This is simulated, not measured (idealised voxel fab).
process module | voxel transistor to metal
cross-section cut | 170 nm wide | cells 5 nm
A cross-section is a grid of square cells, given in bands from the top down. A band is one or more rows of cells.
Each band's line starts with the height of the band's top and of its bottom, in nm. Then come its materials from left to right, each with its width in nm. One material with "throughout" fills the band from edge to edge. "air" is empty space.
Height 0 is the level under which the wafer as received is all one material. The lowest band goes on downwards, as in "0 down".
A width such as "30 to 40" changes by the same amount from each row of cells to the next, from the band's top row to its bottom row.
"no change" after a step means that no cell of the cross-section changed.
closed voids: empty space of 8 cells or more with no open way to the top, each as width x height at its distance from the left edge, in nm
after a step's settings: what the simulator itself notes on the step
overlay nm, on a step with a mask: how far to the right of its planned place the mask lay; to the left if negative
Each pair below shows a cross-section before one step and the cross-section after it, down to the lowest band that changed. The line under each pair gives the step between them, with its settings. The pairs can come from different runs of this module on the same starting wafer, so a pair continues from the pair above only where its "before" says so.
before
  0 down: Si throughout
  closed voids: none
after
  5 to 0: SiO2 throughout
  below 0: unchanged
  closed voids: none
the step between: op CONFORMAL_DEP | material SiO2 | thk nm 5
before: the cross-section after the pair above
after
  20 to 5: SiN throughout
  below 5: unchanged
  closed voids: none
the step between: op CONFORMAL_DEP | material SiN | thk nm 15
before: the cross-section after the pair above
after
  40 to 20: air 40 | resist 85 | air 45
  below 20: unchanged
  closed voids: none
the step between: op PATTERN | tone cover | mask id ACTIVE | material resist | width nm 85 | thk nm 20 | overlay nm 0
before: the cross-section after the pair above
after
  40 to 20: air 40 | resist 85 | air 45
  20 to 5: air 40 | SiN 85 | air 45
  below 5: unchanged
  closed voids: none
the step between: op DIRECTIONAL_ETCH | etch materials SiN | depth nm 15
before: the cross-section after the pair above
after
  40 to 20: air 40 | resist 85 | air 45
  20 to 5: air 40 | SiN 85 | air 45
  5 to 0: air 40 | SiO2 85 | air 45
  below 0: unchanged
  closed voids: none
the step between: op DIRECTIONAL_ETCH | etch materials SiO2 | depth nm 5
before: the cross-section after the pair above
after
  40 to 20: air 40 | resist 85 | air 45
  20 to 5: air 40 | SiN 85 | air 45
  5 to 0: air 40 | SiO2 85 | air 45
  0 to -25: air 40 | Si 85 | air 45
  below -25: unchanged
  closed voids: none
the step between: op DIRECTIONAL_ETCH | etch materials Si | depth nm 25
before: the cross-section after the pair above
after
  20 to 5: air 40 | SiN 85 | air 45
  below 5: unchanged
  closed voids: none
the step between: op STRIP | etch materials resist
before: the cross-section after the pair above
after
  20 to 5: air 40 | SiN 85 | air 45
  5 to 0: air 40 | SiO2 85 | air 45
  0 to -25: air 40 | SiO2 5 | Si 75 | SiO2 5 | air 45
  -25 to -30: SiO2 45 | Si 75 | SiO2 50
  below -30: unchanged
  closed voids: none
the step between: op OXIDIZE | depth nm 5
before: the cross-section after the pair above
after
  25 to 20: SiO2 throughout
  20 to 5: SiO2 40 | SiN 85 | SiO2 45
  5 to 0: SiO2 throughout
  0 to -30: SiO2 45 | Si 75 | SiO2 50
  below -30: unchanged
  closed voids: none
the step between: op FILL_DEP | material SiO2 | thk nm 5
before: the cross-section after the pair above
after
  20 to 5: SiO2 40 | SiN 85 | SiO2 45
  below 5: unchanged
  closed voids: none
the step between: op CMP | height nm 20
before: the cross-section after the pair above
after
  20 to 15: air 40 | SiN 85 | air 45
  below 15: unchanged
  closed voids: none
the step between: op SELECTIVE_ETCH | etch materials SiO2 | depth nm 5
before: the cross-section after the pair above
after
  15 to 5: SiO2 40 | air 85 | SiO2 45
  below 5: unchanged
  closed voids: none
the step between: op STRIP | etch materials SiN
before: the cross-section after the pair above
after
  10 to 0: SiO2 35 | air 95 | SiO2 40
  below 0: unchanged
  closed voids: none
the step between: op SELECTIVE_ETCH | etch materials SiO2 | depth nm 5
before: the cross-section after the pair above
after
  10 to 0: SiO2 35 | air 95 | SiO2 40
  0 to -5: SiO2 throughout
  below -5: unchanged
  closed voids: none
the step between: op OXIDIZE | depth nm 5
before: the cross-section after the pair above
after
  35 to 25: polySi 35 | air 95 | polySi 40
  25 to 10: polySi throughout
  10 to 0: SiO2 35 | polySi 95 | SiO2 40
  below 0: unchanged
  closed voids: none
the step between: op DIRECTIONAL_DEP | material polySi | thk nm 25
before: the cross-section after the pair above
after
  50 to 40: SiCN 35 | air 95 | SiCN 40
  40 to 35: SiCN throughout
  35 to 25: polySi 35 | SiCN 95 | polySi 40
  below 25: unchanged
  closed voids: none
the step between: op DIRECTIONAL_DEP | material SiCN | thk nm 15
before: the cross-section after the pair above
after
  70 to 50: air 75 | resist 15 | air 80
  50 to 40: SiCN 35 | air 40 | resist 15 | air 40 | SiCN 40
  below 40: unchanged
  closed voids: none
the step between: op PATTERN | tone cover | mask id GATE | material resist | width nm 15 | thk nm 20 | overlay nm 0
before: the cross-section after the pair above
after
  70 to 40: air 75 | resist 15 | air 80
  40 to 35: air 75 | SiCN 15 | air 80
  35 to 25: polySi 35 | air 40 | SiCN 15 | air 40 | polySi 40
  below 25: unchanged
  closed voids: none
the step between: op DIRECTIONAL_ETCH | etch materials SiCN | depth nm 25
before: the cross-section after the pair above
after
  70 to 40: air 75 | resist 15 | air 80
  40 to 25: air 75 | SiCN 15 | air 80
  25 to 10: air 75 | polySi 15 | air 80
  10 to 0: SiO2 35 | air 40 | polySi 15 | air 40 | SiO2 40
  below 0: unchanged
  closed voids: none
the step between: op DIRECTIONAL_ETCH | etch materials polySi | depth nm 35
before: the cross-section after the pair above
after
  40 to 25: air 75 | SiCN 15 | air 80
  below 25: unchanged
  closed voids: none
the step between: op STRIP | etch materials resist
before: the cross-section after the pair above
after
  50 to 40: air 65 | SiN 35 | air 70
  40 to 25: air 65 | SiN 10 | SiCN 15 | SiN 10 | air 70
  25 to 20: air 65 | SiN 10 | polySi 15 | SiN 10 | air 70
  20 to 10: SiN 45 | air 20 | SiN 10 | polySi 15 | SiN 10 | air 20 | SiN 50
  10 to 0: SiO2 35 | SiN 40 | polySi 15 | SiN 40 | SiO2 40
  below 0: unchanged
  closed voids: none
the step between: op CONFORMAL_DEP | material SiN | thk nm 10
before: the cross-section after the pair above
after
  40 to 25: air 65 | SiN 10 | SiCN 15 | SiN 10 | air 70
  25 to 10: air 65 | SiN 10 | polySi 15 | SiN 10 | air 70
  10 to 0: SiO2 35 | SiN 10 | air 20 | SiN 10 | polySi 15 | SiN 10 | air 20 | SiN 10 | SiO2 40
  below 0: unchanged
  closed voids: none
the step between: op DIRECTIONAL_ETCH | etch materials SiN | depth nm 10
before: the cross-section after the pair above
after
  40 to 25: air 65 | SiN 10 | SiCN 15 | SiN 10 | air 70
  25 to 10: air 65 | SiN 10 | polySi 15 | SiN 10 | air 70
  10 to 5: air 35 | SiN 10 | air 20 | SiN 10 | polySi 15 | SiN 10 | air 20 | SiN 10 | air 40
  5 to 0: SiO2 35 | SiN 10 | air 20 | SiN 10 | polySi 15 | SiN 10 | air 20 | SiN 10 | SiO2 40
  0 to -5: SiO2 45 | air 20 | SiO2 35 | air 20 | SiO2 50
  below -5: unchanged
  closed voids: none
the step between: op DIRECTIONAL_ETCH | etch materials SiO2 | depth nm 5
before: the cross-section after the pair above
after
  40 to 25: air 65 | SiN 10 | SiCN 15 | SiN 10 | air 70
  25 to 10: air 65 | SiN 10 | polySi 15 | SiN 10 | air 70
  10 to 5: air 35 | SiN 10 | air 20 | SiN 10 | polySi 15 | SiN 10 | air 20 | SiN 10 | air 40
  5 to 0: SiO2 35 | SiN 10 | air 20 | SiN 10 | polySi 15 | SiN 10 | air 20 | SiN 10 | SiO2 40
  0 to -5: SiO2 45 | air 20 | SiO2 35 | air 20 | SiO2 50
  -5 to -20: SiO2 45 | air 20 | Si 35 | air 20 | SiO2 50
  below -20: unchanged
  closed voids: none
the step between: op DIRECTIONAL_ETCH | etch materials Si | depth nm 15
before: the cross-section after the pair above
after
  40 to 25: air 65 | SiN 10 | SiCN 15 | SiN 10 | air 70
  25 to 10: air 65 | SiN 10 | polySi 15 | SiN 10 | air 70
  10 to 5: air 35 | SiN 10 | air 5 | nSi 15 | SiN 10 | polySi 15 | SiN 10 | nSi 15 | air 5 | SiN 10 | air 40
  5 to 0: SiO2 35 | SiN 10 | air 5 | nSi 15 | SiN 10 | polySi 15 | SiN 10 | nSi 15 | air 5 | SiN 10 | SiO2 40
  0 to -5: SiO2 45 | air 5 | nSi 15 | SiO2 35 | nSi 15 | air 5 | SiO2 50
  -5 to -20: SiO2 45 | nSi 20 | Si 35 | nSi 20 | SiO2 50
  below -20: unchanged
  closed voids: none
the step between: op EPI | material nSi | thk nm 15
before: the cross-section after the pair above
after
  45 to 40: SiO2 throughout
  40 to 25: SiO2 65 | SiN 10 | SiCN 15 | SiN 10 | SiO2 70
  25 to 10: SiO2 65 | SiN 10 | polySi 15 | SiN 10 | SiO2 70
  10 to 0: SiO2 35 | SiN 10 | SiO2 5 | nSi 15 | SiN 10 | polySi 15 | SiN 10 | nSi 15 | SiO2 5 | SiN 10 | SiO2 40
  0 to -5: SiO2 50 | nSi 15 | SiO2 35 | nSi 15 | SiO2 55
  below -5: unchanged
  closed voids: none
the step between: op FILL_DEP | material SiO2 | thk nm 5
before: the cross-section after the pair above
after
  40 to 25: SiO2 65 | SiN 10 | SiCN 15 | SiN 10 | SiO2 70
  below 25: unchanged
  closed voids: none
the step between: op CMP | height nm 40
before: the cross-section after the pair above
after
  55 to 40: SiO2 throughout
  below 40: unchanged
  closed voids: none
the step between: op DIRECTIONAL_DEP | material SiO2 | thk nm 15
before: the cross-section after the pair above
after
  55 to 40: SiO2 45 | air 15 | SiO2 45 | air 15 | SiO2 50
  40 to 25: SiO2 45 | air 15 | SiO2 5 | SiN 10 | SiCN 15 | SiN 10 | SiO2 5 | air 15 | SiO2 50
  25 to 10: SiO2 45 | air 15 | SiO2 5 | SiN 10 | polySi 15 | SiN 10 | SiO2 5 | air 15 | SiO2 50
  10 to 0: SiO2 35 | SiN 10 | air 5 | nSi 15 | SiN 10 | polySi 15 | SiN 10 | nSi 15 | air 5 | SiN 10 | SiO2 40
  0 to -5: SiO2 45 | air 5 | nSi 15 | SiO2 35 | nSi 15 | air 5 | SiO2 50
  below -5: unchanged
  closed voids: none
the step between: op MASKED_ETCH | tone open | mask id CONTACT | width nm 15 | pitch nm 60 | etch materials SiO2 | depth nm 60 | overlay nm 0
before: the cross-section after the pair above
after
  60 to 55: TiN 50 | air 5 | TiN 55 | air 5 | TiN 55
  55 to 40: SiO2 45 | TiN 5 | air 5 | TiN 5 | SiO2 45 | TiN 5 | air 5 | TiN 5 | SiO2 50
  40 to 25: SiO2 45 | TiN 5 | air 5 | TiN 5 | SiO2 5 | SiN 10 | SiCN 15 | SiN 10 | SiO2 5 | TiN 5 | air 5 | TiN 5 | SiO2 50
  25 to 15: SiO2 45 | TiN 5 | air 5 | TiN 5 | SiO2 5 | SiN 10 | polySi 15 | SiN 10 | SiO2 5 | TiN 5 | air 5 | TiN 5 | SiO2 50
  15 to 10: SiO2 45 | TiN 15 | SiO2 5 | SiN 10 | polySi 15 | SiN 10 | SiO2 5 | TiN 15 | SiO2 50
  10 to 0: SiO2 35 | SiN 10 | TiN 5 | nSi 15 | SiN 10 | polySi 15 | SiN 10 | nSi 15 | TiN 5 | SiN 10 | SiO2 40
  0 to -5: SiO2 45 | TiN 5 | nSi 15 | SiO2 35 | nSi 15 | TiN 5 | SiO2 50
  below -5: unchanged
  closed voids: none
the step between: op CONFORMAL_DEP | material TiN | thk nm 5
before: the cross-section after the pair above
after
  65 to 60: Ru throughout
  60 to 55: TiN 50 | Ru 5 | TiN 55 | Ru 5 | TiN 55
  55 to 40: SiO2 45 | TiN 5 | Ru 5 | TiN 5 | SiO2 45 | TiN 5 | Ru 5 | TiN 5 | SiO2 50
  40 to 25: SiO2 45 | TiN 5 | Ru 5 | TiN 5 | SiO2 5 | SiN 10 | SiCN 15 | SiN 10 | SiO2 5 | TiN 5 | Ru 5 | TiN 5 | SiO2 50
  25 to 15: SiO2 45 | TiN 5 | Ru 5 | TiN 5 | SiO2 5 | SiN 10 | polySi 15 | SiN 10 | SiO2 5 | TiN 5 | Ru 5 | TiN 5 | SiO2 50
  below 15: unchanged
  closed voids: none
the step between: op FILL_DEP | material Ru | thk nm 5
before: the cross-section after the pair above
after
  55 to 40: SiO2 45 | TiN 5 | Ru 5 | TiN 5 | SiO2 45 | TiN 5 | Ru 5 | TiN 5 | SiO2 50
  below 40: unchanged
  closed voids: none
the step between: op CMP | height nm 55
before: the cross-section after the pair above
after
  60 to 55: TiN throughout
  below 55: unchanged
  closed voids: none
the step between: op DIRECTIONAL_DEP | material TiN | thk nm 5
before: the cross-section after the pair above
after
  75 to 60: Ru throughout
  below 60: unchanged
  closed voids: none
the step between: op DIRECTIONAL_DEP | material Ru | thk nm 15
before: the cross-section after the pair above
after
  75 to 60: air 45 | Ru 15 | air 45 | Ru 15 | air 50
  below 60: unchanged
  closed voids: none
the step between: op MASKED_ETCH | tone cover | mask id METAL_1 | width nm 15 | pitch nm 60 | etch materials Ru | depth nm 15 | overlay nm 0
before: the cross-section after the pair above
after
  75 to 60: air 45 | Ru 15 | air 45 | Ru 15 | air 50
  60 to 55: air 45 | TiN 15 | air 45 | TiN 15 | air 50
  below 55: unchanged
  closed voids: none
the step between: op MASKED_ETCH | tone cover | mask id METAL_1 | width nm 15 | pitch nm 60 | etch materials TiN | depth nm 5 | overlay nm 0
before: the cross-section after the pair above
after
  85 to 75: lowk throughout
  75 to 60: lowk 45 | Ru 15 | lowk 45 | Ru 15 | lowk 50
  60 to 55: lowk 45 | TiN 15 | lowk 45 | TiN 15 | lowk 50
  below 55: unchanged
  closed voids: none
the step between: op FILL_DEP | material lowk | thk nm 10
before: the cross-section after the pair above
after
  75 to 60: lowk 45 | Ru 15 | lowk 45 | Ru 15 | lowk 50
  below 60: unchanged
  closed voids: none
the step between: op CMP | height nm 75
before: the cross-section after the pair above
after
  80 to 75: SiCN throughout
  below 75: unchanged
  closed voids: none
the step between: op CONFORMAL_DEP | material SiCN | thk nm 5
before: the cross-section after the pair above
after
  105 to 80: SiO2 throughout
  below 80: unchanged
  closed voids: none
the step between: op DIRECTIONAL_DEP | material SiO2 | thk nm 25
before: the cross-section after the pair above
after
  120 to 105: resist 45 | air 15 | resist 45 | air 15 | resist 50
  below 105: unchanged
  closed voids: none
the step between: op PATTERN | tone open | mask id METAL_2 | material resist | width nm 15 | pitch nm 60 | thk nm 15 | overlay nm 0
before: the cross-section after the pair above
after
  120 to 105: resist 45 | air 15 | resist 45 | air 15 | resist 50
  105 to 90: SiO2 45 | air 15 | SiO2 45 | air 15 | SiO2 50
  below 90: unchanged
  closed voids: none
the step between: op DIRECTIONAL_ETCH | etch materials SiO2 | depth nm 15
before: the cross-section after the pair above
after
  105 to 90: SiO2 45 | air 15 | SiO2 45 | air 15 | SiO2 50
  below 90: unchanged
  closed voids: none
the step between: op STRIP | etch materials resist
before: the cross-section after the pair above
after
  120 to 105: aC 45 | air 15 | aC 45 | air 15 | aC 50
  105 to 90: SiO2 45 | aC 15 | SiO2 45 | aC 15 | SiO2 50
  below 90: unchanged
  closed voids: none
the step between: op DIRECTIONAL_DEP | material aC | thk nm 15
before: the cross-section after the pair above
after
  155 to 120: resist 45 | air 15 | resist 45 | air 15 | resist 50
  below 120: unchanged
  closed voids: none
the step between: op PATTERN | tone open | mask id METAL_2_HOLES | material resist | width nm 15 | pitch nm 60 | thk nm 35 | overlay nm 0
before: the cross-section after the pair above
after
  140 to 120: resist 45 | air 15 | resist 45 | air 15 | resist 50
  120 to 105: aC 45 | air 15 | aC 45 | air 15 | aC 50
  105 to 90: SiO2 45 | air 15 | SiO2 45 | air 15 | SiO2 50
  below 90: unchanged
  closed voids: none
the step between: op DIRECTIONAL_ETCH | etch materials aC | depth nm 15
before: the cross-section after the pair above
after
  120 to 105: aC 45 | air 15 | aC 45 | air 15 | aC 50
  below 105: unchanged
  closed voids: none
the step between: op STRIP | etch materials resist
before: the cross-section after the pair above
after
  120 to 105: aC 45 | air 15 | aC 45 | air 15 | aC 50
  105 to 80: SiO2 45 | air 15 | SiO2 45 | air 15 | SiO2 50
  below 80: unchanged
  closed voids: none
the step between: op DIRECTIONAL_ETCH | etch materials SiO2 | depth nm 10
before: the cross-section after the pair above
after
  120 to 105: aC 45 | air 15 | aC 45 | air 15 | aC 50
  105 to 80: SiO2 45 | air 15 | SiO2 45 | air 15 | SiO2 50
  80 to 75: SiCN 45 | air 15 | SiCN 45 | air 15 | SiCN 50
  below 75: unchanged
  closed voids: none
the step between: op DIRECTIONAL_ETCH | etch materials SiCN | depth nm 5
before: the cross-section after the pair above
after
  105 to 80: SiO2 45 | air 15 | SiO2 45 | air 15 | SiO2 50
  below 80: unchanged
  closed voids: none
the step between: op STRIP | etch materials aC
before: the cross-section after the pair above
after
  110 to 105: TiN 50 | air 5 | TiN 55 | air 5 | TiN 55
  105 to 80: SiO2 45 | TiN 5 | air 5 | TiN 5 | SiO2 45 | TiN 5 | air 5 | TiN 5 | SiO2 50
  80 to 75: SiCN 45 | TiN 15 | SiCN 45 | TiN 15 | SiCN 50
  below 75: unchanged
  closed voids: none
the step between: op CONFORMAL_DEP | material TiN | thk nm 5
before: the cross-section after the pair above
after
  115 to 110: Ru throughout
  110 to 105: TiN 50 | Ru 5 | TiN 55 | Ru 5 | TiN 55
  105 to 80: SiO2 45 | TiN 5 | Ru 5 | TiN 5 | SiO2 45 | TiN 5 | Ru 5 | TiN 5 | SiO2 50
  below 80: unchanged
  closed voids: none
the step between: op FILL_DEP | material Ru | thk nm 5
before: the cross-section after the pair above
after
  105 to 80: SiO2 45 | TiN 5 | Ru 5 | TiN 5 | SiO2 45 | TiN 5 | Ru 5 | TiN 5 | SiO2 50
  below 80: unchanged
  closed voids: none
the step between: op CMP | height nm 105
before: the cross-section after the pair above
after
  110 to 105: SiCN throughout
  below 105: unchanged
  closed voids: none
the step between: op CONFORMAL_DEP | material SiCN | thk nm 5
before
  0 down: Si throughout
  closed voids: none
after
  15 to 0: SiN throughout
  below 0: unchanged
  closed voids: none
the step between: op CONFORMAL_DEP | material SiN | thk nm 15
before: the cross-section after the pair above
after
  35 to 15: air 40 | resist 85 | air 45
  below 15: unchanged
  closed voids: none
the step between: op PATTERN | tone cover | mask id ACTIVE | material resist | width nm 85 | thk nm 20 | overlay nm 0
before: the cross-section after the pair above
after
  35 to 15: air 40 | resist 85 | air 45
  15 to 0: air 40 | SiN 85 | air 45
  below 0: unchanged
  closed voids: none
the step between: op DIRECTIONAL_ETCH | etch materials SiN | depth nm 15
before: the cross-section after the pair above
after
  35 to 15: air 40 | resist 85 | air 45
  15 to 0: air 40 | SiN 85 | air 45
  0 to -25: air 40 | Si 85 | air 45
  below -25: unchanged
  closed voids: none
the step between: op DIRECTIONAL_ETCH | etch materials Si | depth nm 25
before: the cross-section after the pair above
after
  15 to 0: air 40 | SiN 85 | air 45
  below 0: unchanged
  closed voids: none
the step between: op STRIP | etch materials resist
before: the cross-section after the pair above
after
  15 to 0: air 40 | SiN 85 | air 45
  0 to -25: air 40 | SiO2 5 | Si 75 | SiO2 5 | air 45
  -25 to -30: SiO2 45 | Si 75 | SiO2 50
  below -30: unchanged
  closed voids: none
the step between: op OXIDIZE | depth nm 5
before: the cross-section after the pair above
after
  20 to 15: SiO2 throughout
  15 to 0: SiO2 40 | SiN 85 | SiO2 45
  0 to -30: SiO2 45 | Si 75 | SiO2 50
  below -30: unchanged
  closed voids: none
the step between: op FILL_DEP | material SiO2 | thk nm 5
before: the cross-section after the pair above
after
  15 to 0: SiO2 40 | SiN 85 | SiO2 45
  below 0: unchanged
  closed voids: none
the step between: op SELECTIVE_ETCH | etch materials SiO2 | depth nm 5
before: the cross-section after the pair above
after
  15 to 0: SiO2 40 | air 85 | SiO2 45
  below 0: unchanged
  closed voids: none
the step between: op STRIP | etch materials SiN
before: the cross-section after the pair above
after
  10 to 0: SiO2 35 | air 95 | SiO2 40
  0 to -5: SiO2 35 | air 10 | Si 75 | air 10 | SiO2 40
  below -5: unchanged
  closed voids: none
the step between: op SELECTIVE_ETCH | etch materials SiO2 | depth nm 5
before: the cross-section after the pair above
after
  10 to 0: SiO2 35 | air 95 | SiO2 40
  0 to -5: SiO2 35 | air 10 | SiO2 75 | air 10 | SiO2 40
  -5 to -10: SiO2 50 | Si 65 | SiO2 55
  below -10: unchanged
  closed voids: none
the step between: op OXIDIZE | depth nm 5
before: the cross-section after the pair above
after
  35 to 25: polySi 35 | air 95 | polySi 40
  25 to 20: polySi 35 | air 10 | polySi 75 | air 10 | polySi 40
  20 to 10: polySi throughout
  10 to 0: SiO2 35 | polySi 95 | SiO2 40
  0 to -5: SiO2 35 | polySi 10 | SiO2 75 | polySi 10 | SiO2 40
  below -5: unchanged
  closed voids: none
the step between: op DIRECTIONAL_DEP | material polySi | thk nm 25
before: the cross-section after the pair above
after
  50 to 40: SiCN 35 | air 95 | SiCN 40
  40 to 35: SiCN 35 | air 10 | SiCN 75 | air 10 | SiCN 40
  35 to 25: polySi 35 | SiCN 95 | polySi 40
  25 to 20: polySi 35 | SiCN 10 | polySi 75 | SiCN 10 | polySi 40
  below 20: unchanged
  closed voids: none
the step between: op DIRECTIONAL_DEP | material SiCN | thk nm 15
before: the cross-section after the pair above
after
  70 to 50: air 75 | resist 15 | air 80
  50 to 40: SiCN 35 | air 40 | resist 15 | air 40 | SiCN 40
  below 40: unchanged
  closed voids: none
the step between: op PATTERN | tone cover | mask id GATE | material resist | width nm 15 | thk nm 20 | overlay nm 0
before: the cross-section after the pair above
after
  70 to 40: air 75 | resist 15 | air 80
  40 to 35: air 75 | SiCN 15 | air 80
  35 to 25: polySi 35 | air 40 | SiCN 15 | air 40 | polySi 40
  25 to 20: polySi 35 | air 10 | polySi 75 | air 10 | polySi 40
  below 20: unchanged
  closed voids: none
the step between: op DIRECTIONAL_ETCH | etch materials SiCN | depth nm 25
before: the cross-section after the pair above
after
  70 to 40: air 75 | resist 15 | air 80
  40 to 25: air 75 | SiCN 15 | air 80
  25 to 10: air 75 | polySi 15 | air 80
  10 to 0: SiO2 35 | air 40 | polySi 15 | air 40 | SiO2 40
  0 to -5: SiO2 35 | air 10 | SiO2 75 | air 10 | SiO2 40
  below -5: unchanged
  closed voids: none
the step between: op DIRECTIONAL_ETCH | etch materials polySi | depth nm 35
before: the cross-section after the pair above
after
  40 to 25: air 75 | SiCN 15 | air 80
  below 25: unchanged
  closed voids: none
the step between: op STRIP | etch materials resist
before: the cross-section after the pair above
after
  50 to 40: air 65 | SiN 35 | air 70
  40 to 25: air 65 | SiN 10 | SiCN 15 | SiN 10 | air 70
  25 to 20: air 65 | SiN 10 | polySi 15 | SiN 10 | air 70
  20 to 10: SiN 45 | air 20 | SiN 10 | polySi 15 | SiN 10 | air 20 | SiN 50
  10 to 0: SiO2 35 | SiN 40 | polySi 15 | SiN 40 | SiO2 40
  0 to -5: SiO2 35 | SiN 10 | SiO2 75 | SiN 10 | SiO2 40
  below -5: unchanged
  closed voids: none
the step between: op CONFORMAL_DEP | material SiN | thk nm 10
before: the cross-section after the pair above
after
  40 to 25: air 65 | SiN 10 | SiCN 15 | SiN 10 | air 70
  25 to 10: air 65 | SiN 10 | polySi 15 | SiN 10 | air 70
  10 to 0: SiO2 35 | SiN 10 | air 20 | SiN 10 | polySi 15 | SiN 10 | air 20 | SiN 10 | SiO2 40
  below 0: unchanged
  closed voids: none
the step between: op DIRECTIONAL_ETCH | etch materials SiN | depth nm 10
before: the cross-section after the pair above
after
  40 to 25: air 65 | SiN 10 | SiCN 15 | SiN 10 | air 70
  25 to 10: air 65 | SiN 10 | polySi 15 | SiN 10 | air 70
  10 to 5: air 35 | SiN 10 | air 20 | SiN 10 | polySi 15 | SiN 10 | air 20 | SiN 10 | air 40
  5 to 0: SiO2 35 | SiN 10 | air 20 | SiN 10 | polySi 15 | SiN 10 | air 20 | SiN 10 | SiO2 40
  0 to -5: SiO2 35 | SiN 10 | air 20 | SiO2 35 | air 20 | SiN 10 | SiO2 40
  below -5: unchanged
  closed voids: none
the step between: op DIRECTIONAL_ETCH | etch materials SiO2 | depth nm 5
before: the cross-section after the pair above
after
  40 to 25: air 65 | SiN 10 | SiCN 15 | SiN 10 | air 70
  25 to 10: air 65 | SiN 10 | polySi 15 | SiN 10 | air 70
  10 to 5: air 35 | SiN 10 | air 20 | SiN 10 | polySi 15 | SiN 10 | air 20 | SiN 10 | air 40
  5 to 0: SiO2 35 | SiN 10 | air 20 | SiN 10 | polySi 15 | SiN 10 | air 20 | SiN 10 | SiO2 40
  0 to -5: SiO2 35 | SiN 10 | air 20 | SiO2 35 | air 20 | SiN 10 | SiO2 40
  -5 to -10: SiO2 50 | air 15 | Si 35 | air 15 | SiO2 55
  -10 to -20: SiO2 45 | Si 5 | air 15 | Si 35 | air 15 | Si 5 | SiO2 50
  below -20: unchanged
  closed voids: none
the step between: op DIRECTIONAL_ETCH | etch materials Si | depth nm 15
before: the cross-section after the pair above
after
  40 to 25: air 65 | SiN 10 | SiCN 15 | SiN 10 | air 70
  25 to 10: air 65 | SiN 10 | polySi 15 | SiN 10 | air 70
  10 to 5: air 35 | SiN 10 | air 5 | nSi 15 | SiN 10 | polySi 15 | SiN 10 | nSi 15 | air 5 | SiN 10 | air 40
  5 to 0: SiO2 35 | SiN 10 | nSi 20 | SiN 10 | polySi 15 | SiN 10 | nSi 20 | SiN 10 | SiO2 40
  0 to -5: SiO2 35 | SiN 10 | nSi 20 | SiO2 35 | nSi 20 | SiN 10 | SiO2 40
  -5 to -10: SiO2 50 | nSi 15 | Si 35 | nSi 15 | SiO2 55
  -10 to -20: SiO2 45 | Si 5 | nSi 15 | Si 35 | nSi 15 | Si 5 | SiO2 50
  below -20: unchanged
  closed voids: none
the step between: op EPI | material nSi | thk nm 15
before: the cross-section after the pair above
after
  45 to 40: SiO2 throughout
  40 to 25: SiO2 65 | SiN 10 | SiCN 15 | SiN 10 | SiO2 70
  25 to 10: SiO2 65 | SiN 10 | polySi 15 | SiN 10 | SiO2 70
  10 to 5: SiO2 35 | SiN 10 | SiO2 5 | nSi 15 | SiN 10 | polySi 15 | SiN 10 | nSi 15 | SiO2 5 | SiN 10 | SiO2 40
  below 5: unchanged
  closed voids: none
the step between: op FILL_DEP | material SiO2 | thk nm 5
before: the cross-section after the pair above
after
  40 to 25: SiO2 65 | SiN 10 | SiCN 15 | SiN 10 | SiO2 70
  below 25: unchanged
  closed voids: none
the step between: op CMP | height nm 40
before: the cross-section after the pair above
after
  55 to 40: SiO2 throughout
  below 40: unchanged
  closed voids: none
the step between: op DIRECTIONAL_DEP | material SiO2 | thk nm 15
before: the cross-section after the pair above
after
  55 to 40: SiO2 45 | air 15 | SiO2 45 | air 15 | SiO2 50
  40 to 25: SiO2 45 | air 15 | SiO2 5 | SiN 10 | SiCN 15 | SiN 10 | SiO2 5 | air 15 | SiO2 50
  25 to 10: SiO2 45 | air 15 | SiO2 5 | SiN 10 | polySi 15 | SiN 10 | SiO2 5 | air 15 | SiO2 50
  10 to 5: SiO2 35 | SiN 10 | air 5 | nSi 15 | SiN 10 | polySi 15 | SiN 10 | nSi 15 | air 5 | SiN 10 | SiO2 40
  below 5: unchanged
  closed voids: none
the step between: op MASKED_ETCH | tone open | mask id CONTACT | width nm 15 | pitch nm 60 | etch materials SiO2 | depth nm 60 | overlay nm 0
before: the cross-section after the pair above
after
  60 to 55: TiN 50 | air 5 | TiN 55 | air 5 | TiN 55
  55 to 40: SiO2 45 | TiN 5 | air 5 | TiN 5 | SiO2 45 | TiN 5 | air 5 | TiN 5 | SiO2 50
  40 to 25: SiO2 45 | TiN 5 | air 5 | TiN 5 | SiO2 5 | SiN 10 | SiCN 15 | SiN 10 | SiO2 5 | TiN 5 | air 5 | TiN 5 | SiO2 50
  25 to 15: SiO2 45 | TiN 5 | air 5 | TiN 5 | SiO2 5 | SiN 10 | polySi 15 | SiN 10 | SiO2 5 | TiN 5 | air 5 | TiN 5 | SiO2 50
  15 to 10: SiO2 45 | TiN 15 | SiO2 5 | SiN 10 | polySi 15 | SiN 10 | SiO2 5 | TiN 15 | SiO2 50
  10 to 5: SiO2 35 | SiN 10 | TiN 5 | nSi 15 | SiN 10 | polySi 15 | SiN 10 | nSi 15 | TiN 5 | SiN 10 | SiO2 40
  below 5: unchanged
  closed voids: none
the step between: op CONFORMAL_DEP | material TiN | thk nm 5
before: the cross-section after the pair above
after
  65 to 60: Ru throughout
  60 to 55: TiN 50 | Ru 5 | TiN 55 | Ru 5 | TiN 55
  55 to 40: SiO2 45 | TiN 5 | Ru 5 | TiN 5 | SiO2 45 | TiN 5 | Ru 5 | TiN 5 | SiO2 50
  40 to 25: SiO2 45 | TiN 5 | Ru 5 | TiN 5 | SiO2 5 | SiN 10 | SiCN 15 | SiN 10 | SiO2 5 | TiN 5 | Ru 5 | TiN 5 | SiO2 50
  25 to 15: SiO2 45 | TiN 5 | Ru 5 | TiN 5 | SiO2 5 | SiN 10 | polySi 15 | SiN 10 | SiO2 5 | TiN 5 | Ru 5 | TiN 5 | SiO2 50
  below 15: unchanged
  closed voids: none
the step between: op FILL_DEP | material Ru | thk nm 5
before: the cross-section after the pair above
after
  55 to 40: SiO2 45 | TiN 5 | Ru 5 | TiN 5 | SiO2 45 | TiN 5 | Ru 5 | TiN 5 | SiO2 50
  below 40: unchanged
  closed voids: none
the step between: op CMP | height nm 55
before: the cross-section after the pair above
after
  60 to 55: TiN throughout
  below 55: unchanged
  closed voids: none
the step between: op DIRECTIONAL_DEP | material TiN | thk nm 5
before: the cross-section after the pair above
after
  75 to 60: Ru throughout
  below 60: unchanged
  closed voids: none
the step between: op DIRECTIONAL_DEP | material Ru | thk nm 15
before: the cross-section after the pair above
after
  75 to 60: air 45 | Ru 15 | air 45 | Ru 15 | air 50
  below 60: unchanged
  closed voids: none
the step between: op MASKED_ETCH | tone cover | mask id METAL_1 | width nm 15 | pitch nm 60 | etch materials Ru | depth nm 15 | overlay nm 0
before: the cross-section after the pair above
after
  75 to 60: air 45 | Ru 15 | air 45 | Ru 15 | air 50
  60 to 55: air 45 | TiN 15 | air 45 | TiN 15 | air 50
  below 55: unchanged
  closed voids: none
the step between: op MASKED_ETCH | tone cover | mask id METAL_1 | width nm 15 | pitch nm 60 | etch materials TiN | depth nm 5 | overlay nm 0
